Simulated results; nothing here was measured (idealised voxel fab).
Name of the process module below: voxel ribs on slabs
The cross-section on display is named cut; it measures 140 nm wide, and its cells are 5 nm squares.
Cross-section spec: square-cell grid; bands listed top down; each band is one or more rows.
The band entry comprises the height of the band's top followed by the height of its bottom, expressed in nm, and subsequently the band's materials from left to right, each stated together with its width in nm. Where a single material is marked with the word "full width", that material fills the band from edge to edge. The word "air" represents empty space.
Zero point of the height axis is 0; under it, received wafer = one material. Lowest band: continues down indefinitely, "top 0, no bottom".
The two numbers in a width such as "30..40" mark its ends across the band: the first belongs to the top row of cells, the second to the bottom row, and from each row to the next the width moves by the same amount.
Take "remained unchanged" at face value: in the step it is given for, the cross-section changed in none of its cells.
Enclosed voids (no open way to top), threshold 8 cells or more, entry "Trapped void list", notation width x height at distance, distance from left edge, nm.
Past the settings on a step's line: simulator remark, on that step.
overlay nm: mask offset rightward from planned place, masked step; negative means leftward offset.
### Steps planned for the process
| 1 | RECEIVE, material Si |
| 2 | DIRECTIONAL_DEP, material SiO2, thk nm 30 |
| 3 | DIRECTIONAL_DEP, material polySi, thk nm 15 |
| 4 | DIRECTIONAL_DEP, material aC, thk nm 10 |
| 5 | PATTERN, tone cover, mask id RIB, material resist, width nm 20, thk nm 30, overlay nm 0 |
| 6 | DIRECTIONAL_ETCH, etch materials aC, depth nm 10 |
| 7 | STRIP, etch materials resist |
| 8 | DIRECTIONAL_ETCH, etch materials polySi, depth nm 5 |
| 9 | STRIP, etch materials aC |
| 10 | MASKED_ETCH, tone cover, mask id SLAB, width nm 60, etch materials polySi, depth nm 10, overlay nm 0 |
| 11 | FILL_DEP, material SiO2, thk nm 25 |
| 12 | CMP, height nm 65 |
| 13 | DIRECTIONAL_DEP, material TiN, thk nm 5 |
| 14 | DIRECTIONAL_DEP, material aC, thk nm 15 |
| 15 | PATTERN, tone cover, mask id HEATER, material resist, width nm 30, thk nm 30, overlay nm 0 |
| 16 | DIRECTIONAL_ETCH, etch materials aC, depth nm 15 |
| 17 | STRIP, etch materials resist |
| 18 | DIRECTIONAL_ETCH, etch materials TiN, depth nm 5 |
| 19 | STRIP, etch materials aC |
| 20 | CONFORMAL_DEP, material SiO2, thk nm 5 |
### Wafer, first of two, run as planned
### Shown in cross-section is the wafer as received, that is, as it stands after step 1
top 0, no bottom  Si full width
Trapped void list: none
### After step 2: wafer cross-section
top 30, bottom 0  SiO2 full width
Anything lower than 0 is untouched.
### After step 3: wafer cross-section
top 45, bottom 30  polySi full width
Anything lower than 30 is untouched.
### After step 4: wafer cross-section
top 55, bottom 45  aC full width
Anything lower than 45 is untouched.
### After step 5: wafer cross-section
top 85, bottom 55  60 nm air  20 nm resist  60 nm air
Anything lower than 55 is untouched.
### After step 6: wafer cross-section
top 75, bottom 55  60 nm air  20 nm resist  60 nm air
top 55, bottom 45  60 nm air  20 nm aC  60 nm air
Anything lower than 45 is untouched.
### After step 7: wafer cross-section
top 55, bottom 45  60 nm air  20 nm aC  60 nm air
Anything lower than 45 is untouched.
### After step 8: wafer cross-section
top 55, bottom 45  60 nm air  20 nm aC  60 nm air
top 45, bottom 40  60 nm air  20 nm polySi  60 nm air
Anything lower than 40 is untouched.
### After step 9: wafer cross-section
top 45, bottom 40  60 nm air  20 nm polySi  60 nm air
Anything lower than 40 is untouched.
### After step 10: wafer cross-section
top 45, bottom 40  60 nm air  20 nm polySi  60 nm air
top 40, bottom 30  40 nm air  60 nm polySi  40 nm air
Anything lower than 30 is untouched.
### After step 11: wafer cross-section
top 70, bottom 45  SiO2 full width
top 45, bottom 40  60 nm SiO2  20 nm polySi  60 nm SiO2
top 40, bottom 30  40 nm SiO2  60 nm polySi  40 nm SiO2
Anything lower than 30 is untouched.
### After step 12: wafer cross-section
top 65, bottom 45  SiO2 full width
Anything lower than 45 is untouched.
### After step 13: wafer cross-section
top 70, bottom 65  TiN full width
Anything lower than 65 is untouched.
### After step 14: wafer cross-section
top 85, bottom 70  aC full width
Anything lower than 70 is untouched.
### After step 15: wafer cross-section
top 115, bottom 85  55 nm air  30 nm resist  55 nm air
Anything lower than 85 is untouched.
### After step 16: wafer cross-section
top 100, bottom 85  55 nm air  30 nm resist  55 nm air
top 85, bottom 70  55 nm air  30 nm aC  55 nm air
Anything lower than 70 is untouched.
### After step 17: wafer cross-section
top 85, bottom 70  55 nm air  30 nm aC  55 nm air
Anything lower than 70 is untouched.
### After step 18: wafer cross-section
top 85, bottom 70  55 nm air  30 nm aC  55 nm air
top 70, bottom 65  55 nm air  30 nm TiN  55 nm air
Anything lower than 65 is untouched.
### After step 19: wafer cross-section
top 70, bottom 65  55 nm air  30 nm TiN  55 nm air
Anything lower than 65 is untouched.
### After step 20: wafer cross-section
top 75, bottom 70  50 nm air  40 nm SiO2  50 nm air
top 70, bottom 65  55 nm SiO2  30 nm TiN  55 nm SiO2
Anything lower than 65 is untouched.
### second wafer: like start, like plan, one mistake. Through step 1 it matches the first wafer
### Second wafer, cross-section, planned end of step 2
top 15, bottom 0  polySi full width
Anything lower than 0 is untouched.
### Second wafer, cross-section, planned end of step 3
top 45, bottom 15  SiO2 full width
Anything lower than 15 is untouched.
### Second wafer, cross-section, planned end of step 4
top 55, bottom 45  aC full width
Anything lower than 45 is untouched.
### Second wafer, cross-section, planned end of step 5
top 85, bottom 55  60 nm air  20 nm resist  60 nm air
Anything lower than 55 is untouched.
### Second wafer, cross-section, planned end of step 6
top 75, bottom 55  60 nm air  20 nm resist  60 nm air
top 55, bottom 45  60 nm air  20 nm aC  60 nm air
Anything lower than 45 is untouched.
### Second wafer, cross-section, planned end of step 7
top 55, bottom 45  60 nm air  20 nm aC  60 nm air
Anything lower than 45 is untouched.
Second wafer, cross-section, planned end of step 8: remained unchanged
### Second wafer, cross-section, planned end of step 9
top 45, bottom 15  SiO2 full width
Anything lower than 15 is untouched.
Second wafer, cross-section, planned end of step 10: remained unchanged
### Second wafer, cross-section, planned end of step 11
top 70, bottom 15  SiO2 full width
Anything lower than 15 is untouched.
### Second wafer, cross-section, planned end of step 12
top 65, bottom 15  SiO2 full width
Anything lower than 15 is untouched.
### Second wafer, cross-section, planned end of step 13
top 70, bottom 65  TiN full width
Anything lower than 65 is untouched.
### Second wafer, cross-section, planned end of step 14
top 85, bottom 70  aC full width
Anything lower than 70 is untouched.
### Second wafer, cross-section, planned end of step 15
top 115, bottom 85  55 nm air  30 nm resist  55 nm air
Anything lower than 85 is untouched.
### Second wafer, cross-section, planned end of step 16
top 100, bottom 85  55 nm air  30 nm resist  55 nm air
top 85, bottom 70  55 nm air  30 nm aC  55 nm air
Anything lower than 70 is untouched.
### Second wafer, cross-section, planned end of step 17
top 85, bottom 70  55 nm air  30 nm aC  55 nm air
Anything lower than 70 is untouched.
### Second wafer, cross-section, planned end of step 18
top 85, bottom 70  55 nm air  30 nm aC  55 nm air
top 70, bottom 65  55 nm air  30 nm TiN  55 nm air
Anything lower than 65 is untouched.
### Second wafer, cross-section, planned end of step 19
top 70, bottom 65  55 nm air  30 nm TiN  55 nm air
Anything lower than 65 is untouched.
### Second wafer, cross-section, planned end of step 20
top 75, bottom 70  50 nm air  40 nm SiO2  50 nm air
top 70, bottom 65  55 nm SiO2  30 nm TiN  55 nm SiO2
Anything lower than 65 is untouched.
It is concluded that the wafer was processed incorrectly with respect to the plan, in that ran 2 and 3 in swapped order versus the plan
At the finish, the second wafer shows more or fewer cells for some materials than the first does: 56 fewer of SiO2; 56 more of polySi
